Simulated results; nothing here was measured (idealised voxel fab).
The following process module bears the name voxel ribs on slabs.
The width of the displayed cross-section, cut, is 285 nm; its cells are square, with a size of 5 nm.
In what follows, cross-sections appear as grids of square cells, described through bands that run from the top down, where every band is one or more rows of cells. In this notation a band is specified by the heights of its top and bottom, in that order and in nm, after which its materials appear from left to right, each paired with its width in nm. The word "everywhere" attached to a single material means that material fills the band from edge to edge; the word "air" stands for empty space. Counting heights begins at 0, where everything beneath is, in the wafer as received, one material. The lowest band has no bottom; it goes on downwards, as "top 0, no bottom" shows. The two numbers in a width such as "30 to 40" mark its ends across the band: the first belongs to the top row of cells, the second to the bottom row, and from each row to the next the width moves by the same amount. Where the words "everything unchanged" appear for a step, the cross-section shows no cell changed by that step; every cell remained as before. For the entry "Sealed void list", the listed items are empty spaces with no open way to the top whose size is 8 cells or more; each item follows the pattern width x height at distance, where distance is from the left edge and all three are in nm. Text after the settings on a step's line: the simulator's own remark on that step. The setting "overlay nm" may be written on the line of a step. When the step uses a mask, the value reports how far to the right of the planned place the mask lay, and a negative value reports that it lay to the left.
**The planned process steps are enumerated hereunder**
1. op RECEIVE | material Si
2. op DIRECTIONAL_DEP | material SiO2 | thk nm 20
3. op DIRECTIONAL_DEP | material polySi | thk nm 25
4. op PATTERN | tone cover | mask id RIB | material resist | width nm 30 | thk nm 15 | overlay nm 0
5. op DIRECTIONAL_ETCH | etch materials polySi | depth nm 10
6. op STRIP | etch materials resist
7. op DIRECTIONAL_DEP | material aC | thk nm 10
8. op PATTERN | tone cover | mask id SLAB | material resist | width nm 90 | thk nm 30 | overlay nm 0
9. op DIRECTIONAL_ETCH | etch materials aC | depth nm 10
10. op STRIP | etch materials resist
11. op DIRECTIONAL_ETCH | etch materials polySi | depth nm 15
12. op STRIP | etch materials aC
13. op FILL_DEP | material SiO2 | thk nm 20
14. op CMP | height nm 60
15. op DIRECTIONAL_DEP | material W | thk nm 5
16. op MASKED_ETCH | tone cover | mask id HEATER | width nm 40 | etch materials W | depth nm 5 | overlay nm 0
17. op CONFORMAL_DEP | material SiO2 | thk nm 10
**Cross-section, incoming material, after step 1**
	top 0, no bottom = Si everywhere
	Sealed void list: none
**First wafer of two, sectioned at end of module; run went per plan**
	top 75, bottom 70 = air 110 / SiO2 60 / air 115
	top 70, bottom 65 = SiO2 everywhere
	top 65, bottom 60 = SiO2 120 / W 40 / SiO2 125
	top 60, bottom 45 = SiO2 everywhere
	top 45, bottom 35 = SiO2 125 / polySi 30 / SiO2 130
	top 35, bottom 20 = SiO2 95 / polySi 90 / SiO2 100
	top 20, bottom 0 = SiO2 everywhere
	top 0, no bottom = Si everywhere
	Sealed void list: none
**End-of-module cross-section of the second wafer: identical starting point and process plan to the first, with one processing mistake**
	top 75, bottom 70 = air 110 / SiO2 60 / air 115
	top 70, bottom 65 = SiO2 everywhere
	top 65, bottom 60 = SiO2 120 / W 40 / SiO2 125
	top 60, bottom 55 = SiO2 125 / polySi 30 / SiO2 130
	top 55, bottom 40 = SiO2 95 / polySi 90 / SiO2 100
	top 40, bottom 0 = SiO2 everywhere
	top 0, no bottom = Si everywhere
	Sealed void list: none
Processing error: plan step 2 ran twice
Materials where the second wafer ends with more or fewer cells than the first: 6 more of SiO2 | 6 fewer of polySi
